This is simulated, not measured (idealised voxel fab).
process module | voxel self aligned vias
cross-section cut | 290 nm wide | cells 5 nm
A cross-section is a grid of square cells, given in bands from the top down. A band is one or more rows of cells.
Each band's line starts with the height of the band's top and of its bottom, in nm. Then come its materials from left to right, each with its width in nm. One material with "throughout" fills the band from edge to edge. "air" is empty space.
Height 0 is the level under which the wafer as received is all one material. The lowest band goes on downwards, as in "0 down".
A width such as "30 to 40" changes by the same amount from each row of cells to the next, from the band's top row to its bottom row.
"no change" after a step means that no cell of the cross-section changed.
closed voids: empty space of 8 cells or more with no open way to the top, each as width x height at its distance from the left edge, in nm
after a step's settings: what the simulator itself notes on the step
overlay nm, on a step with a mask: how far to the right of its planned place the mask lay; to the left if negative
plan
1 op RECEIVE | material Si
2 op CONFORMAL_DEP | material SiO2 | thk nm 15
3 op CONFORMAL_DEP | material SiCN | thk nm 5
4 op DIRECTIONAL_DEP | material SiO2 | thk nm 20
5 op MASKED_ETCH | tone open | mask id LINES | width nm 30 | pitch nm 65 | etch materials SiO2 | depth nm 20 | overlay nm 0
6 op CONFORMAL_DEP | material TiN | thk nm 5
7 op FILL_DEP | material Ru | thk nm 10
8 op CMP | height nm 40
9 op SELECTIVE_ETCH | etch materials W Ru TiN | depth nm 5
10 op FILL_DEP | material SiN | thk nm 10
11 op CMP | height nm 40
12 op DIRECTIONAL_DEP | material SiO2 | thk nm 15
13 op DIRECTIONAL_DEP | material aC | thk nm 10
14 op PATTERN | tone open | mask id VIAS | material resist | width nm 40 | pitch nm 130 | thk nm 30 | overlay nm 0
15 op DIRECTIONAL_ETCH | etch materials aC | depth nm 10
16 op STRIP | etch materials resist
17 op DIRECTIONAL_ETCH | etch materials SiO2 | depth nm 15
18 op DIRECTIONAL_ETCH | etch materials SiN | depth nm 5
19 op STRIP | etch materials aC
20 op CONFORMAL_DEP | material TiN | thk nm 5
21 op FILL_DEP | material W | thk nm 10
22 op CMP | height nm 55
23 op CONFORMAL_DEP | material SiCN | thk nm 5
first wafer, as planned
as received, after step 1
  0 down: Si throughout
  closed voids: none
after step 2
  15 to 0: SiO2 throughout
  below 0: unchanged
after step 3
  20 to 15: SiCN throughout
  below 15: unchanged
after step 4
  40 to 20: SiO2 throughout
  below 20: unchanged
after step 5
  40 to 20: SiO2 65 | air 30 | SiO2 35 | air 30 | SiO2 35 | air 30 | SiO2 65
  below 20: unchanged
after step 6
  45 to 40: TiN 70 | air 20 | TiN 45 | air 20 | TiN 45 | air 20 | TiN 70
  40 to 25: SiO2 65 | TiN 5 | air 20 | TiN 5 | SiO2 35 | TiN 5 | air 20 | TiN 5 | SiO2 35 | TiN 5 | air 20 | TiN 5 | SiO2 65
  25 to 20: SiO2 65 | TiN 30 | SiO2 35 | TiN 30 | SiO2 35 | TiN 30 | SiO2 65
  below 20: unchanged
after step 7
  55 to 45: Ru throughout
  45 to 40: TiN 70 | Ru 20 | TiN 45 | Ru 20 | TiN 45 | Ru 20 | TiN 70
  40 to 25: SiO2 65 | TiN 5 | Ru 20 | TiN 5 | SiO2 35 | TiN 5 | Ru 20 | TiN 5 | SiO2 35 | TiN 5 | Ru 20 | TiN 5 | SiO2 65
  below 25: unchanged
after step 8
  40 to 25: SiO2 65 | TiN 5 | Ru 20 | TiN 5 | SiO2 35 | TiN 5 | Ru 20 | TiN 5 | SiO2 35 | TiN 5 | Ru 20 | TiN 5 | SiO2 65
  below 25: unchanged
after step 9
  40 to 35: SiO2 65 | air 30 | SiO2 35 | air 30 | SiO2 35 | air 30 | SiO2 65
  below 35: unchanged
after step 10
  50 to 40: SiN throughout
  40 to 35: SiO2 65 | SiN 30 | SiO2 35 | SiN 30 | SiO2 35 | SiN 30 | SiO2 65
  below 35: unchanged
after step 11
  40 to 35: SiO2 65 | SiN 30 | SiO2 35 | SiN 30 | SiO2 35 | SiN 30 | SiO2 65
  below 35: unchanged
after step 12
  55 to 40: SiO2 throughout
  below 40: unchanged
after step 13
  65 to 55: aC throughout
  below 55: unchanged
after step 14
  95 to 65: resist 60 | air 40 | resist 90 | air 40 | resist 60
  below 65: unchanged
after step 15
  85 to 65: resist 60 | air 40 | resist 90 | air 40 | resist 60
  65 to 55: aC 60 | air 40 | aC 90 | air 40 | aC 60
  below 55: unchanged
after step 16
  65 to 55: aC 60 | air 40 | aC 90 | air 40 | aC 60
  below 55: unchanged
after step 17
  65 to 55: aC 60 | air 40 | aC 90 | air 40 | aC 60
  55 to 40: SiO2 60 | air 40 | SiO2 90 | air 40 | SiO2 60
  below 40: unchanged
after step 18
  65 to 55: aC 60 | air 40 | aC 90 | air 40 | aC 60
  55 to 40: SiO2 60 | air 40 | SiO2 90 | air 40 | SiO2 60
  40 to 35: SiO2 65 | air 30 | SiO2 35 | SiN 30 | SiO2 35 | air 30 | SiO2 65
  below 35: unchanged
after step 19
  55 to 40: SiO2 60 | air 40 | SiO2 90 | air 40 | SiO2 60
  below 40: unchanged
after step 20
  60 to 55: TiN 65 | air 30 | TiN 100 | air 30 | TiN 65
  55 to 45: SiO2 60 | TiN 5 | air 30 | TiN 5 | SiO2 90 | TiN 5 | air 30 | TiN 5 | SiO2 60
  45 to 40: SiO2 60 | TiN 10 | air 20 | TiN 10 | SiO2 90 | TiN 10 | air 20 | TiN 10 | SiO2 60
  40 to 35: SiO2 65 | TiN 30 | SiO2 35 | SiN 30 | SiO2 35 | TiN 30 | SiO2 65
  below 35: unchanged
after step 21
  70 to 60: W throughout
  60 to 55: TiN 65 | W 30 | TiN 100 | W 30 | TiN 65
  55 to 45: SiO2 60 | TiN 5 | W 30 | TiN 5 | SiO2 90 | TiN 5 | W 30 | TiN 5 | SiO2 60
  45 to 40: SiO2 60 | TiN 10 | W 20 | TiN 10 | SiO2 90 | TiN 10 | W 20 | TiN 10 | SiO2 60
  below 40: unchanged
after step 22
  55 to 45: SiO2 60 | TiN 5 | W 30 | TiN 5 | SiO2 90 | TiN 5 | W 30 | TiN 5 | SiO2 60
  below 45: unchanged
after step 23
  60 to 55: SiCN throughout
  below 55: unchanged
second wafer: like start, like plan, one mistake. Through step 13 it matches the first wafer
when step 14 should have ended
  95 to 65: resist 65 | air 35 | resist 95 | air 35 | resist 60
  below 65: unchanged
when step 15 should have ended
  85 to 65: resist 65 | air 35 | resist 95 | air 35 | resist 60
  65 to 55: aC 65 | air 35 | aC 95 | air 35 | aC 60
  below 55: unchanged
when step 16 should have ended
  65 to 55: aC 65 | air 35 | aC 95 | air 35 | aC 60
  below 55: unchanged
when step 17 should have ended
  65 to 55: aC 65 | air 35 | aC 95 | air 35 | aC 60
  55 to 40: SiO2 65 | air 35 | SiO2 95 | air 35 | SiO2 60
  below 40: unchanged
when step 18 should have ended
  65 to 55: aC 65 | air 35 | aC 95 | air 35 | aC 60
  55 to 40: SiO2 65 | air 35 | SiO2 95 | air 35 | SiO2 60
  40 to 35: SiO2 65 | air 30 | SiO2 35 | SiN 30 | SiO2 35 | air 30 | SiO2 65
  below 35: unchanged
when step 19 should have ended
  55 to 40: SiO2 65 | air 35 | SiO2 95 | air 35 | SiO2 60
  below 40: unchanged
when step 20 should have ended
  60 to 55: TiN 70 | air 25 | TiN 105 | air 25 | TiN 65
  55 to 45: SiO2 65 | TiN 5 | air 25 | TiN 5 | SiO2 95 | TiN 5 | air 25 | TiN 5 | SiO2 60
  45 to 40: SiO2 65 | TiN 5 | air 20 | TiN 10 | SiO2 95 | TiN 5 | air 20 | TiN 10 | SiO2 60
  40 to 35: SiO2 65 | TiN 30 | SiO2 35 | SiN 30 | SiO2 35 | TiN 30 | SiO2 65
  below 35: unchanged
when step 21 should have ended
  70 to 60: W throughout
  60 to 55: TiN 70 | W 25 | TiN 105 | W 25 | TiN 65
  55 to 45: SiO2 65 | TiN 5 | W 25 | TiN 5 | SiO2 95 | TiN 5 | W 25 | TiN 5 | SiO2 60
  45 to 40: SiO2 65 | TiN 5 | W 20 | TiN 10 | SiO2 95 | TiN 5 | W 20 | TiN 10 | SiO2 60
  below 40: unchanged
when step 22 should have ended
  55 to 45: SiO2 65 | TiN 5 | W 25 | TiN 5 | SiO2 95 | TiN 5 | W 25 | TiN 5 | SiO2 60
  below 45: unchanged
when step 23 should have ended
  60 to 55: SiCN throughout
  below 55: unchanged
what went wrong: step 14 ran as: op PATTERN | tone open | mask id VIAS | material resist | width nm 35 | pitch nm 130 | thk nm 30 | overlay nm 0
at the end the second wafer has, in cells: 6 more of SiO2 | 2 fewer of TiN | 4 fewer of W
